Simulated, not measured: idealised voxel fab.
process module | voxel transistor to metal
cross-section cut | 280 nm wide | cells 5 nm
A cross-section is a grid of square cells, given in bands from the top down. A band is one or more rows of cells.
Each band's line starts with the height of the band's top and of its bottom, in nm. Then come its materials from left to right, each with its width in nm. One material with "throughout" fills the band from edge to edge. "air" is empty space.
Height 0 is the level under which the wafer as received is all one material. The lowest band goes on downwards, as in "0 down".
A width such as "30 to 40" changes by the same amount from each row of cells to the next, from the band's top row to its bottom row.
"no change" after a step means that no cell of the cross-section changed.
closed voids: empty space of 8 cells or more with no open way to the top, each as width x height at its distance from the left edge, in nm
after a step's settings: what the simulator itself notes on the step
overlay nm, on a step with a mask: how far to the right of its planned place the mask lay; to the left if negative
plan
1 op RECEIVE | material Si
2 op OXIDIZE | depth nm 5
3 op CONFORMAL_DEP | material SiN | thk nm 10
4 op MASKED_ETCH | tone cover | mask id ACTIVE | width nm 110 | pitch nm 130 | etch materials SiN | depth nm 10 | overlay nm 0
5 op MASKED_ETCH | tone cover | mask id ACTIVE | width nm 110 | pitch nm 130 | etch materials SiO2 | depth nm 5 | overlay nm 0
6 op MASKED_ETCH | tone cover | mask id ACTIVE | width nm 110 | pitch nm 130 | etch materials Si | depth nm 35 | overlay nm 0
7 op FILL_DEP | material SiO2 | thk nm 5
8 op CMP | height nm 10
9 op SELECTIVE_ETCH | etch materials SiO2 | depth nm 5
10 op STRIP | etch materials SiN
11 op SELECTIVE_ETCH | etch materials SiO2 | depth nm 5
12 op OXIDIZE | depth nm 5
13 op DIRECTIONAL_DEP | material polySi | thk nm 20
14 op DIRECTIONAL_DEP | material SiCN | thk nm 15
15 op DIRECTIONAL_DEP | material aC | thk nm 10
16 op PATTERN | tone cover | mask id GATE | material resist | width nm 20 | pitch nm 130 | thk nm 30 | overlay nm 0
17 op DIRECTIONAL_ETCH | etch materials aC | depth nm 10
18 op STRIP | etch materials resist
19 op DIRECTIONAL_ETCH | etch materials SiCN | depth nm 25
20 op DIRECTIONAL_ETCH | etch materials polySi | depth nm 30
21 op STRIP | etch materials aC
22 op CONFORMAL_DEP | material SiO2 | thk nm 5
23 op DIRECTIONAL_ETCH | etch materials SiO2 | depth nm 5
24 op CONFORMAL_DEP | material SiN | thk nm 5
25 op DIRECTIONAL_ETCH | etch materials SiN | depth nm 5
26 op DIRECTIONAL_ETCH | etch materials SiO2 | depth nm 5
27 op DIRECTIONAL_ETCH | etch materials Si | depth nm 15
28 op EPI | material SiGe | thk nm 15
29 op FILL_DEP | material SiO2 | thk nm 10
30 op CMP | height nm 30
31 op DIRECTIONAL_DEP | material SiO2 | thk nm 15
32 op MASKED_ETCH | tone open | mask id CONTACT | width nm 15 | etch materials SiO2 | depth nm 40 | overlay nm 0
33 op CONFORMAL_DEP | material TiN | thk nm 5
34 op FILL_DEP | material Ru | thk nm 5
35 op CMP | height nm 45
36 op CONFORMAL_DEP | material SiN | thk nm 5
37 op DIRECTIONAL_DEP | material lowk | thk nm 15
38 op PATTERN | tone open | mask id METAL_1 | material resist | width nm 15 | thk nm 15 | overlay nm 0
39 op DIRECTIONAL_ETCH | etch materials lowk | depth nm 15
40 op DIRECTIONAL_ETCH | etch materials SiN | depth nm 5
41 op STRIP | etch materials resist
42 op CONFORMAL_DEP | material TiN | thk nm 5
43 op FILL_DEP | material W | thk nm 5
44 op CMP | height nm 65
45 op EPI | material Ru | thk nm 5
46 op FILL_DEP | material SiCN | thk nm 5
first wafer, as planned
as received, after step 1
  0 down: Si throughout
  closed voids: none
after step 2
  0 to -5: SiO2 throughout
  below -5: unchanged
after step 3
  10 to 0: SiN throughout
  below 0: unchanged
after step 4
  10 to 0: air 20 | SiN 110 | air 20 | SiN 110 | air 20
  below 0: unchanged
after step 5
  10 to 0: air 20 | SiN 110 | air 20 | SiN 110 | air 20
  0 to -5: air 20 | SiO2 110 | air 20 | SiO2 110 | air 20
  below -5: unchanged
after step 6
  10 to 0: air 20 | SiN 110 | air 20 | SiN 110 | air 20
  0 to -5: air 20 | SiO2 110 | air 20 | SiO2 110 | air 20
  -5 to -40: air 20 | Si 110 | air 20 | Si 110 | air 20
  below -40: unchanged
after step 7
  15 to 10: SiO2 throughout
  10 to 0: SiO2 20 | SiN 110 | SiO2 20 | SiN 110 | SiO2 20
  0 to -5: SiO2 throughout
  -5 to -40: SiO2 20 | Si 110 | SiO2 20 | Si 110 | SiO2 20
  below -40: unchanged
after step 8
  10 to 0: SiO2 20 | SiN 110 | SiO2 20 | SiN 110 | SiO2 20
  below 0: unchanged
after step 9
  10 to 5: air 20 | SiN 110 | air 20 | SiN 110 | air 20
  below 5: unchanged
after step 10
  5 to 0: SiO2 20 | air 110 | SiO2 20 | air 110 | SiO2 20
  below 0: unchanged
after step 11
  0 to -5: SiO2 15 | air 120 | SiO2 10 | air 120 | SiO2 15
  below -5: unchanged
after step 12
  0 to -5: SiO2 15 | air 120 | SiO2 10 | air 120 | SiO2 15
  -5 to -10: SiO2 throughout
  below -10: unchanged
after step 13
  20 to 15: polySi 15 | air 120 | polySi 10 | air 120 | polySi 15
  15 to 0: polySi throughout
  0 to -5: SiO2 15 | polySi 120 | SiO2 10 | polySi 120 | SiO2 15
  below -5: unchanged
after step 14
  35 to 30: SiCN 15 | air 120 | SiCN 10 | air 120 | SiCN 15
  30 to 20: SiCN throughout
  20 to 15: polySi 15 | SiCN 120 | polySi 10 | SiCN 120 | polySi 15
  below 15: unchanged
after step 15
  45 to 40: aC 15 | air 120 | aC 10 | air 120 | aC 15
  40 to 35: aC throughout
  35 to 30: SiCN 15 | aC 120 | SiCN 10 | aC 120 | SiCN 15
  below 30: unchanged
after step 16
  75 to 45: air 65 | resist 20 | air 110 | resist 20 | air 65
  45 to 40: aC 15 | air 50 | resist 20 | air 50 | aC 10 | air 50 | resist 20 | air 50 | aC 15
  below 40: unchanged
after step 17
  65 to 40: air 65 | resist 20 | air 110 | resist 20 | air 65
  40 to 35: air 65 | aC 20 | air 110 | aC 20 | air 65
  35 to 30: SiCN 15 | air 50 | aC 20 | air 50 | SiCN 10 | air 50 | aC 20 | air 50 | SiCN 15
  below 30: unchanged
after step 18
  40 to 35: air 65 | aC 20 | air 110 | aC 20 | air 65
  below 35: unchanged
after step 19
  40 to 30: air 65 | aC 20 | air 110 | aC 20 | air 65
  30 to 20: air 65 | SiCN 20 | air 110 | SiCN 20 | air 65
  20 to 15: polySi 15 | air 50 | SiCN 20 | air 50 | polySi 10 | air 50 | SiCN 20 | air 50 | polySi 15
  below 15: unchanged
after step 20
  40 to 30: air 65 | aC 20 | air 110 | aC 20 | air 65
  30 to 15: air 65 | SiCN 20 | air 110 | SiCN 20 | air 65
  15 to 0: air 65 | polySi 20 | air 110 | polySi 20 | air 65
  0 to -5: SiO2 15 | air 50 | polySi 20 | air 50 | SiO2 10 | air 50 | polySi 20 | air 50 | SiO2 15
  below -5: unchanged
after step 21
  30 to 15: air 65 | SiCN 20 | air 110 | SiCN 20 | air 65
  below 15: unchanged
after step 22
  35 to 30: air 60 | SiO2 30 | air 100 | SiO2 30 | air 60
  30 to 15: air 60 | SiO2 5 | SiCN 20 | SiO2 5 | air 100 | SiO2 5 | SiCN 20 | SiO2 5 | air 60
  15 to 5: air 60 | SiO2 5 | polySi 20 | SiO2 5 | air 100 | SiO2 5 | polySi 20 | SiO2 5 | air 60
  5 to 0: SiO2 20 | air 40 | SiO2 5 | polySi 20 | SiO2 5 | air 40 | SiO2 20 | air 40 | SiO2 5 | polySi 20 | SiO2 5 | air 40 | SiO2 20
  0 to -5: SiO2 65 | polySi 20 | SiO2 110 | polySi 20 | SiO2 65
  below -5: unchanged
after step 23
  30 to 15: air 60 | SiO2 5 | SiCN 20 | SiO2 5 | air 100 | SiO2 5 | SiCN 20 | SiO2 5 | air 60
  15 to 0: air 60 | SiO2 5 | polySi 20 | SiO2 5 | air 100 | SiO2 5 | polySi 20 | SiO2 5 | air 60
  0 to -5: SiO2 20 | air 40 | SiO2 5 | polySi 20 | SiO2 5 | air 40 | SiO2 20 | air 40 | SiO2 5 | polySi 20 | SiO2 5 | air 40 | SiO2 20
  below -5: unchanged
after step 24
  35 to 30: air 55 | SiN 40 | air 90 | SiN 40 | air 55
  30 to 15: air 55 | SiN 5 | SiO2 5 | SiCN 20 | SiO2 5 | SiN 5 | air 90 | SiN 5 | SiO2 5 | SiCN 20 | SiO2 5 | SiN 5 | air 55
  15 to 5: air 55 | SiN 5 | SiO2 5 | polySi 20 | SiO2 5 | SiN 5 | air 90 | SiN 5 | SiO2 5 | polySi 20 | SiO2 5 | SiN 5 | air 55
  5 to 0: SiN 25 | air 30 | SiN 5 | SiO2 5 | polySi 20 | SiO2 5 | SiN 5 | air 30 | SiN 30 | air 30 | SiN 5 | SiO2 5 | polySi 20 | SiO2 5 | SiN 5 | air 30 | SiN 25
  0 to -5: SiO2 20 | SiN 40 | SiO2 5 | polySi 20 | SiO2 5 | SiN 40 | SiO2 20 | SiN 40 | SiO2 5 | polySi 20 | SiO2 5 | SiN 40 | SiO2 20
  below -5: unchanged
after step 25
  30 to 15: air 55 | SiN 5 | SiO2 5 | SiCN 20 | SiO2 5 | SiN 5 | air 90 | SiN 5 | SiO2 5 | SiCN 20 | SiO2 5 | SiN 5 | air 55
  15 to 0: air 55 | SiN 5 | SiO2 5 | polySi 20 | SiO2 5 | SiN 5 | air 90 | SiN 5 | SiO2 5 | polySi 20 | SiO2 5 | SiN 5 | air 55
  0 to -5: SiO2 20 | SiN 5 | air 30 | SiN 5 | SiO2 5 | polySi 20 | SiO2 5 | SiN 5 | air 30 | SiN 5 | SiO2 20 | SiN 5 | air 30 | SiN 5 | SiO2 5 | polySi 20 | SiO2 5 | SiN 5 | air 30 | SiN 5 | SiO2 20
  below -5: unchanged
after step 26
  30 to 25: air 55 | SiN 5 | air 5 | SiCN 20 | air 5 | SiN 5 | air 90 | SiN 5 | air 5 | SiCN 20 | air 5 | SiN 5 | air 55
  25 to 15: air 55 | SiN 5 | SiO2 5 | SiCN 20 | SiO2 5 | SiN 5 | air 90 | SiN 5 | SiO2 5 | SiCN 20 | SiO2 5 | SiN 5 | air 55
  15 to 0: air 55 | SiN 5 | SiO2 5 | polySi 20 | SiO2 5 | SiN 5 | air 90 | SiN 5 | SiO2 5 | polySi 20 | SiO2 5 | SiN 5 | air 55
  0 to -5: air 20 | SiN 5 | air 30 | SiN 5 | SiO2 5 | polySi 20 | SiO2 5 | SiN 5 | air 30 | SiN 5 | air 20 | SiN 5 | air 30 | SiN 5 | SiO2 5 | polySi 20 | SiO2 5 | SiN 5 | air 30 | SiN 5 | air 20
  -5 to -10: SiO2 25 | air 30 | SiO2 40 | air 30 | SiO2 30 | air 30 | SiO2 40 | air 30 | SiO2 25
  below -10: unchanged
after step 27
  30 to 25: air 55 | SiN 5 | air 5 | SiCN 20 | air 5 | SiN 5 | air 90 | SiN 5 | air 5 | SiCN 20 | air 5 | SiN 5 | air 55
  25 to 15: air 55 | SiN 5 | SiO2 5 | SiCN 20 | SiO2 5 | SiN 5 | air 90 | SiN 5 | SiO2 5 | SiCN 20 | SiO2 5 | SiN 5 | air 55
  15 to 0: air 55 | SiN 5 | SiO2 5 | polySi 20 | SiO2 5 | SiN 5 | air 90 | SiN 5 | SiO2 5 | polySi 20 | SiO2 5 | SiN 5 | air 55
  0 to -5: air 20 | SiN 5 | air 30 | SiN 5 | SiO2 5 | polySi 20 | SiO2 5 | SiN 5 | air 30 | SiN 5 | air 20 | SiN 5 | air 30 | SiN 5 | SiO2 5 | polySi 20 | SiO2 5 | SiN 5 | air 30 | SiN 5 | air 20
  -5 to -10: SiO2 25 | air 30 | SiO2 40 | air 30 | SiO2 30 | air 30 | SiO2 40 | air 30 | SiO2 25
  -10 to -25: SiO2 20 | Si 5 | air 30 | Si 40 | air 30 | Si 5 | SiO2 20 | Si 5 | air 30 | Si 40 | air 30 | Si 5 | SiO2 20
  below -25: unchanged
after step 28
  30 to 25: air 55 | SiN 5 | air 5 | SiCN 20 | air 5 | SiN 5 | air 90 | SiN 5 | air 5 | SiCN 20 | air 5 | SiN 5 | air 55
  25 to 15: air 55 | SiN 5 | SiO2 5 | SiCN 20 | SiO2 5 | SiN 5 | air 90 | SiN 5 | SiO2 5 | SiCN 20 | SiO2 5 | SiN 5 | air 55
  15 to 5: air 55 | SiN 5 | SiO2 5 | polySi 20 | SiO2 5 | SiN 5 | air 90 | SiN 5 | SiO2 5 | polySi 20 | SiO2 5 | SiN 5 | air 55
  5 to 0: air 20 | SiGe 35 | SiN 5 | SiO2 5 | polySi 20 | SiO2 5 | SiN 5 | SiGe 35 | air 20 | SiGe 35 | SiN 5 | SiO2 5 | polySi 20 | SiO2 5 | SiN 5 | SiGe 35 | air 20
  0 to -5: air 20 | SiN 5 | SiGe 30 | SiN 5 | SiO2 5 | polySi 20 | SiO2 5 | SiN 5 | SiGe 30 | SiN 5 | air 20 | SiN 5 | SiGe 30 | SiN 5 | SiO2 5 | polySi 20 | SiO2 5 | SiN 5 | SiGe 30 | SiN 5 | air 20
  -5 to -10: SiO2 25 | SiGe 30 | SiO2 40 | SiGe 30 | SiO2 30 | SiGe 30 | SiO2 40 | SiGe 30 | SiO2 25
  -10 to -25: SiO2 20 | Si 5 | SiGe 30 | Si 40 | SiGe 30 | Si 5 | SiO2 20 | Si 5 | SiGe 30 | Si 40 | SiGe 30 | Si 5 | SiO2 20
  below -25: unchanged
after step 29
  40 to 30: SiO2 throughout
  30 to 15: SiO2 55 | SiN 5 | SiO2 5 | SiCN 20 | SiO2 5 | SiN 5 | SiO2 90 | SiN 5 | SiO2 5 | SiCN 20 | SiO2 5 | SiN 5 | SiO2 55
  15 to 5: SiO2 55 | SiN 5 | SiO2 5 | polySi 20 | SiO2 5 | SiN 5 | SiO2 90 | SiN 5 | SiO2 5 | polySi 20 | SiO2 5 | SiN 5 | SiO2 55
  5 to 0: SiO2 20 | SiGe 35 | SiN 5 | SiO2 5 | polySi 20 | SiO2 5 | SiN 5 | SiGe 35 | SiO2 20 | SiGe 35 | SiN 5 | SiO2 5 | polySi 20 | SiO2 5 | SiN 5 | SiGe 35 | SiO2 20
  0 to -5: SiO2 20 | SiN 5 | SiGe 30 | SiN 5 | SiO2 5 | polySi 20 | SiO2 5 | SiN 5 | SiGe 30 | SiN 5 | SiO2 20 | SiN 5 | SiGe 30 | SiN 5 | SiO2 5 | polySi 20 | SiO2 5 | SiN 5 | SiGe 30 | SiN 5 | SiO2 20
  below -5: unchanged
after step 30
  30 to 15: SiO2 55 | SiN 5 | SiO2 5 | SiCN 20 | SiO2 5 | SiN 5 | SiO2 90 | SiN 5 | SiO2 5 | SiCN 20 | SiO2 5 | SiN 5 | SiO2 55
  below 15: unchanged
after step 31
  45 to 30: SiO2 throughout
  below 30: unchanged
after step 32
  45 to 30: SiO2 30 | air 15 | SiO2 60 | air 15 | SiO2 40 | air 15 | SiO2 60 | air 15 | SiO2 30
  30 to 15: SiO2 30 | air 15 | SiO2 10 | SiN 5 | SiO2 5 | SiCN 20 | SiO2 5 | SiN 5 | SiO2 10 | air 15 | SiO2 40 | air 15 | SiO2 10 | SiN 5 | SiO2 5 | SiCN 20 | SiO2 5 | SiN 5 | SiO2 10 | air 15 | SiO2 30
  15 to 5: SiO2 30 | air 15 | SiO2 10 | SiN 5 | SiO2 5 | polySi 20 | SiO2 5 | SiN 5 | SiO2 10 | air 15 | SiO2 40 | air 15 | SiO2 10 | SiN 5 | SiO2 5 | polySi 20 | SiO2 5 | SiN 5 | SiO2 10 | air 15 | SiO2 30
  below 5: unchanged
after step 33
  50 to 45: TiN 35 | air 5 | TiN 70 | air 5 | TiN 50 | air 5 | TiN 70 | air 5 | TiN 35
  45 to 30: SiO2 30 | TiN 5 | air 5 | TiN 5 | SiO2 60 | TiN 5 | air 5 | TiN 5 | SiO2 40 | TiN 5 | air 5 | TiN 5 | SiO2 60 | TiN 5 | air 5 | TiN 5 | SiO2 30
  30 to 15: SiO2 30 | TiN 5 | air 5 | TiN 5 | SiO2 10 | SiN 5 | SiO2 5 | SiCN 20 | SiO2 5 | SiN 5 | SiO2 10 | TiN 5 | air 5 | TiN 5 | SiO2 40 | TiN 5 | air 5 | TiN 5 | SiO2 10 | SiN 5 | SiO2 5 | SiCN 20 | SiO2 5 | SiN 5 | SiO2 10 | TiN 5 | air 5 | TiN 5 | SiO2 30
  15 to 10: SiO2 30 | TiN 5 | air 5 | TiN 5 | SiO2 10 | SiN 5 | SiO2 5 | polySi 20 | SiO2 5 | SiN 5 | SiO2 10 | TiN 5 | air 5 | TiN 5 | SiO2 40 | TiN 5 | air 5 | TiN 5 | SiO2 10 | SiN 5 | SiO2 5 | polySi 20 | SiO2 5 | SiN 5 | SiO2 10 | TiN 5 | air 5 | TiN 5 | SiO2 30
  10 to 5: SiO2 30 | TiN 15 | SiO2 10 | SiN 5 | SiO2 5 | polySi 20 | SiO2 5 | SiN 5 | SiO2 10 | TiN 15 | SiO2 40 | TiN 15 | SiO2 10 | SiN 5 | SiO2 5 | polySi 20 | SiO2 5 | SiN 5 | SiO2 10 | TiN 15 | SiO2 30
  below 5: unchanged
after step 34
  55 to 50: Ru throughout
  50 to 45: TiN 35 | Ru 5 | TiN 70 | Ru 5 | TiN 50 | Ru 5 | TiN 70 | Ru 5 | TiN 35
  45 to 30: SiO2 30 | TiN 5 | Ru 5 | TiN 5 | SiO2 60 | TiN 5 | Ru 5 | TiN 5 | SiO2 40 | TiN 5 | Ru 5 | TiN 5 | SiO2 60 | TiN 5 | Ru 5 | TiN 5 | SiO2 30
  30 to 15: SiO2 30 | TiN 5 | Ru 5 | TiN 5 | SiO2 10 | SiN 5 | SiO2 5 | SiCN 20 | SiO2 5 | SiN 5 | SiO2 10 | TiN 5 | Ru 5 | TiN 5 | SiO2 40 | TiN 5 | Ru 5 | TiN 5 | SiO2 10 | SiN 5 | SiO2 5 | SiCN 20 | SiO2 5 | SiN 5 | SiO2 10 | TiN 5 | Ru 5 | TiN 5 | SiO2 30
  15 to 10: SiO2 30 | TiN 5 | Ru 5 | TiN 5 | SiO2 10 | SiN 5 | SiO2 5 | polySi 20 | SiO2 5 | SiN 5 | SiO2 10 | TiN 5 | Ru 5 | TiN 5 | SiO2 40 | TiN 5 | Ru 5 | TiN 5 | SiO2 10 | SiN 5 | SiO2 5 | polySi 20 | SiO2 5 | SiN 5 | SiO2 10 | TiN 5 | Ru 5 | TiN 5 | SiO2 30
  below 10: unchanged
after step 35
  45 to 30: SiO2 30 | TiN 5 | Ru 5 | TiN 5 | SiO2 60 | TiN 5 | Ru 5 | TiN 5 | SiO2 40 | TiN 5 | Ru 5 | TiN 5 | SiO2 60 | TiN 5 | Ru 5 | TiN 5 | SiO2 30
  below 30: unchanged
after step 36
  50 to 45: SiN throughout
  below 45: unchanged
after step 37
  65 to 50: lowk throughout
  below 50: unchanged
after step 38
  80 to 65: resist 30 | air 15 | resist 60 | air 15 | resist 40 | air 15 | resist 60 | air 15 | resist 30
  below 65: unchanged
after step 39
  80 to 65: resist 30 | air 15 | resist 60 | air 15 | resist 40 | air 15 | resist 60 | air 15 | resist 30
  65 to 50: lowk 30 | air 15 | lowk 60 | air 15 | lowk 40 | air 15 | lowk 60 | air 15 | lowk 30
  below 50: unchanged
after step 40
  80 to 65: resist 30 | air 15 | resist 60 | air 15 | resist 40 | air 15 | resist 60 | air 15 | resist 30
  65 to 50: lowk 30 | air 15 | lowk 60 | air 15 | lowk 40 | air 15 | lowk 60 | air 15 | lowk 30
  50 to 45: SiN 30 | air 15 | SiN 60 | air 15 | SiN 40 | air 15 | SiN 60 | air 15 | SiN 30
  below 45: unchanged
after step 41
  65 to 50: lowk 30 | air 15 | lowk 60 | air 15 | lowk 40 | air 15 | lowk 60 | air 15 | lowk 30
  below 50: unchanged
after step 42
  70 to 65: TiN 35 | air 5 | TiN 70 | air 5 | TiN 50 | air 5 | TiN 70 | air 5 | TiN 35
  65 to 50: lowk 30 | TiN 5 | air 5 | TiN 5 | lowk 60 | TiN 5 | air 5 | TiN 5 | lowk 40 | TiN 5 | air 5 | TiN 5 | lowk 60 | TiN 5 | air 5 | TiN 5 | lowk 30
  50 to 45: SiN 30 | TiN 15 | SiN 60 | TiN 15 | SiN 40 | TiN 15 | SiN 60 | TiN 15 | SiN 30
  below 45: unchanged
after step 43
  75 to 70: W throughout
  70 to 65: TiN 35 | W 5 | TiN 70 | W 5 | TiN 50 | W 5 | TiN 70 | W 5 | TiN 35
  65 to 50: lowk 30 | TiN 5 | W 5 | TiN 5 | lowk 60 | TiN 5 | W 5 | TiN 5 | lowk 40 | TiN 5 | W 5 | TiN 5 | lowk 60 | TiN 5 | W 5 | TiN 5 | lowk 30
  below 50: unchanged
after step 44
  65 to 50: lowk 30 | TiN 5 | W 5 | TiN 5 | lowk 60 | TiN 5 | W 5 | TiN 5 | lowk 40 | TiN 5 | W 5 | TiN 5 | lowk 60 | TiN 5 | W 5 | TiN 5 | lowk 30
  below 50: unchanged
after step 45
  70 to 65: air 25 | Ru 25 | air 50 | Ru 25 | air 30 | Ru 25 | air 50 | Ru 25 | air 25
  below 65: unchanged
after step 46
  75 to 70: SiCN throughout
  70 to 65: SiCN 25 | Ru 25 | SiCN 50 | Ru 25 | SiCN 30 | Ru 25 | SiCN 50 | Ru 25 | SiCN 25
  below 65: unchanged
second wafer: like start, like plan, one mistake. Through step 27 it matches the first wafer
when step 28 should have ended
  30 to 25: air 55 | SiN 5 | air 5 | SiCN 20 | air 5 | SiN 5 | air 90 | SiN 5 | air 5 | SiCN 20 | air 5 | SiN 5 | air 55
  25 to 15: air 55 | SiN 5 | SiO2 5 | SiCN 20 | SiO2 5 | SiN 5 | air 90 | SiN 5 | SiO2 5 | SiCN 20 | SiO2 5 | SiN 5 | air 55
  15 to 0: air 10 | SiGe 45 | SiN 5 | SiO2 5 | polySi 20 | SiO2 5 | SiN 5 | SiGe 90 | SiN 5 | SiO2 5 | polySi 20 | SiO2 5 | SiN 5 | SiGe 45 | air 10
  0 to -5: air 10 | SiGe 10 | SiN 5 | SiGe 30 | SiN 5 | SiO2 5 | polySi 20 | SiO2 5 | SiN 5 | SiGe 30 | SiN 5 | SiGe 20 | SiN 5 | SiGe 30 | SiN 5 | SiO2 5 | polySi 20 | SiO2 5 | SiN 5 | SiGe 30 | SiN 5 | SiGe 10 | air 10
  -5 to -10: SiO2 25 | SiGe 30 | SiO2 40 | SiGe 30 | SiO2 30 | SiGe 30 | SiO2 40 | SiGe 30 | SiO2 25
  -10 to -25: SiO2 20 | Si 5 | SiGe 30 | Si 40 | SiGe 30 | Si 5 | SiO2 20 | Si 5 | SiGe 30 | Si 40 | SiGe 30 | Si 5 | SiO2 20
  below -25: unchanged
when step 29 should have ended
  40 to 30: SiO2 throughout
  30 to 15: SiO2 55 | SiN 5 | SiO2 5 | SiCN 20 | SiO2 5 | SiN 5 | SiO2 90 | SiN 5 | SiO2 5 | SiCN 20 | SiO2 5 | SiN 5 | SiO2 55
  15 to 0: SiO2 10 | SiGe 45 | SiN 5 | SiO2 5 | polySi 20 | SiO2 5 | SiN 5 | SiGe 90 | SiN 5 | SiO2 5 | polySi 20 | SiO2 5 | SiN 5 | SiGe 45 | SiO2 10
  0 to -5: SiO2 10 | SiGe 10 | SiN 5 | SiGe 30 | SiN 5 | SiO2 5 | polySi 20 | SiO2 5 | SiN 5 | SiGe 30 | SiN 5 | SiGe 20 | SiN 5 | SiGe 30 | SiN 5 | SiO2 5 | polySi 20 | SiO2 5 | SiN 5 | SiGe 30 | SiN 5 | SiGe 10 | SiO2 10
  below -5: unchanged
when step 30 should have ended
  30 to 15: SiO2 55 | SiN 5 | SiO2 5 | SiCN 20 | SiO2 5 | SiN 5 | SiO2 90 | SiN 5 | SiO2 5 | SiCN 20 | SiO2 5 | SiN 5 | SiO2 55
  below 15: unchanged
when step 31 should have ended
  45 to 30: SiO2 throughout
  below 30: unchanged
when step 32 should have ended
  45 to 30: SiO2 30 | air 15 | SiO2 60 | air 15 | SiO2 40 | air 15 | SiO2 60 | air 15 | SiO2 30
  30 to 15: SiO2 30 | air 15 | SiO2 10 | SiN 5 | SiO2 5 | SiCN 20 | SiO2 5 | SiN 5 | SiO2 10 | air 15 | SiO2 40 | air 15 | SiO2 10 | SiN 5 | SiO2 5 | SiCN 20 | SiO2 5 | SiN 5 | SiO2 10 | air 15 | SiO2 30
  below 15: unchanged
when step 33 should have ended
  50 to 45: TiN 35 | air 5 | TiN 70 | air 5 | TiN 50 | air 5 | TiN 70 | air 5 | TiN 35
  45 to 30: SiO2 30 | TiN 5 | air 5 | TiN 5 | SiO2 60 | TiN 5 | air 5 | TiN 5 | SiO2 40 | TiN 5 | air 5 | TiN 5 | SiO2 60 | TiN 5 | air 5 | TiN 5 | SiO2 30
  30 to 20: SiO2 30 | TiN 5 | air 5 | TiN 5 | SiO2 10 | SiN 5 | SiO2 5 | SiCN 20 | SiO2 5 | SiN 5 | SiO2 10 | TiN 5 | air 5 | TiN 5 | SiO2 40 | TiN 5 | air 5 | TiN 5 | SiO2 10 | SiN 5 | SiO2 5 | SiCN 20 | SiO2 5 | SiN 5 | SiO2 10 | TiN 5 | air 5 | TiN 5 | SiO2 30
  20 to 15: SiO2 30 | TiN 15 | SiO2 10 | SiN 5 | SiO2 5 | SiCN 20 | SiO2 5 | SiN 5 | SiO2 10 | TiN 15 | SiO2 40 | TiN 15 | SiO2 10 | SiN 5 | SiO2 5 | SiCN 20 | SiO2 5 | SiN 5 | SiO2 10 | TiN 15 | SiO2 30
  below 15: unchanged
when step 34 should have ended
  55 to 50: Ru throughout
  50 to 45: TiN 35 | Ru 5 | TiN 70 | Ru 5 | TiN 50 | Ru 5 | TiN 70 | Ru 5 | TiN 35
  45 to 30: SiO2 30 | TiN 5 | Ru 5 | TiN 5 | SiO2 60 | TiN 5 | Ru 5 | TiN 5 | SiO2 40 | TiN 5 | Ru 5 | TiN 5 | SiO2 60 | TiN 5 | Ru 5 | TiN 5 | SiO2 30
  30 to 20: SiO2 30 | TiN 5 | Ru 5 | TiN 5 | SiO2 10 | SiN 5 | SiO2 5 | SiCN 20 | SiO2 5 | SiN 5 | SiO2 10 | TiN 5 | Ru 5 | TiN 5 | SiO2 40 | TiN 5 | Ru 5 | TiN 5 | SiO2 10 | SiN 5 | SiO2 5 | SiCN 20 | SiO2 5 | SiN 5 | SiO2 10 | TiN 5 | Ru 5 | TiN 5 | SiO2 30
  below 20: unchanged
when step 35 should have ended
  45 to 30: SiO2 30 | TiN 5 | Ru 5 | TiN 5 | SiO2 60 | TiN 5 | Ru 5 | TiN 5 | SiO2 40 | TiN 5 | Ru 5 | TiN 5 | SiO2 60 | TiN 5 | Ru 5 | TiN 5 | SiO2 30
  below 30: unchanged
when step 36 should have ended
  50 to 45: SiN throughout
  below 45: unchanged
when step 37 should have ended
  65 to 50: lowk throughout
  below 50: unchanged
when step 38 should have ended
  80 to 65: resist 30 | air 15 | resist 60 | air 15 | resist 40 | air 15 | resist 60 | air 15 | resist 30
  below 65: unchanged
when step 39 should have ended
  80 to 65: resist 30 | air 15 | resist 60 | air 15 | resist 40 | air 15 | resist 60 | air 15 | resist 30
  65 to 50: lowk 30 | air 15 | lowk 60 | air 15 | lowk 40 | air 15 | lowk 60 | air 15 | lowk 30
  below 50: unchanged
when step 40 should have ended
  80 to 65: resist 30 | air 15 | resist 60 | air 15 | resist 40 | air 15 | resist 60 | air 15 | resist 30
  65 to 50: lowk 30 | air 15 | lowk 60 | air 15 | lowk 40 | air 15 | lowk 60 | air 15 | lowk 30
  50 to 45: SiN 30 | air 15 | SiN 60 | air 15 | SiN 40 | air 15 | SiN 60 | air 15 | SiN 30
  below 45: unchanged
when step 41 should have ended
  65 to 50: lowk 30 | air 15 | lowk 60 | air 15 | lowk 40 | air 15 | lowk 60 | air 15 | lowk 30
  below 50: unchanged
when step 42 should have ended
  70 to 65: TiN 35 | air 5 | TiN 70 | air 5 | TiN 50 | air 5 | TiN 70 | air 5 | TiN 35
  65 to 50: lowk 30 | TiN 5 | air 5 | TiN 5 | lowk 60 | TiN 5 | air 5 | TiN 5 | lowk 40 | TiN 5 | air 5 | TiN 5 | lowk 60 | TiN 5 | air 5 | TiN 5 | lowk 30
  50 to 45: SiN 30 | TiN 15 | SiN 60 | TiN 15 | SiN 40 | TiN 15 | SiN 60 | TiN 15 | SiN 30
  below 45: unchanged
when step 43 should have ended
  75 to 70: W throughout
  70 to 65: TiN 35 | W 5 | TiN 70 | W 5 | TiN 50 | W 5 | TiN 70 | W 5 | TiN 35
  65 to 50: lowk 30 | TiN 5 | W 5 | TiN 5 | lowk 60 | TiN 5 | W 5 | TiN 5 | lowk 40 | TiN 5 | W 5 | TiN 5 | lowk 60 | TiN 5 | W 5 | TiN 5 | lowk 30
  below 50: unchanged
when step 44 should have ended
  65 to 50: lowk 30 | TiN 5 | W 5 | TiN 5 | lowk 60 | TiN 5 | W 5 | TiN 5 | lowk 40 | TiN 5 | W 5 | TiN 5 | lowk 60 | TiN 5 | W 5 | TiN 5 | lowk 30
  below 50: unchanged
when step 45 should have ended
  70 to 65: air 25 | Ru 25 | air 50 | Ru 25 | air 30 | Ru 25 | air 50 | Ru 25 | air 25
  below 65: unchanged
when step 46 should have ended
  75 to 70: SiCN throughout
  70 to 65: SiCN 25 | Ru 25 | SiCN 50 | Ru 25 | SiCN 30 | Ru 25 | SiCN 50 | Ru 25 | SiCN 25
  below 65: unchanged
what went wrong: step 28 ran as: op EPI | material SiGe | thk nm 25
at the end the second wafer has, in cells: 8 fewer of Ru | 88 more of SiGe | 64 fewer of SiO2 | 16 fewer of TiN
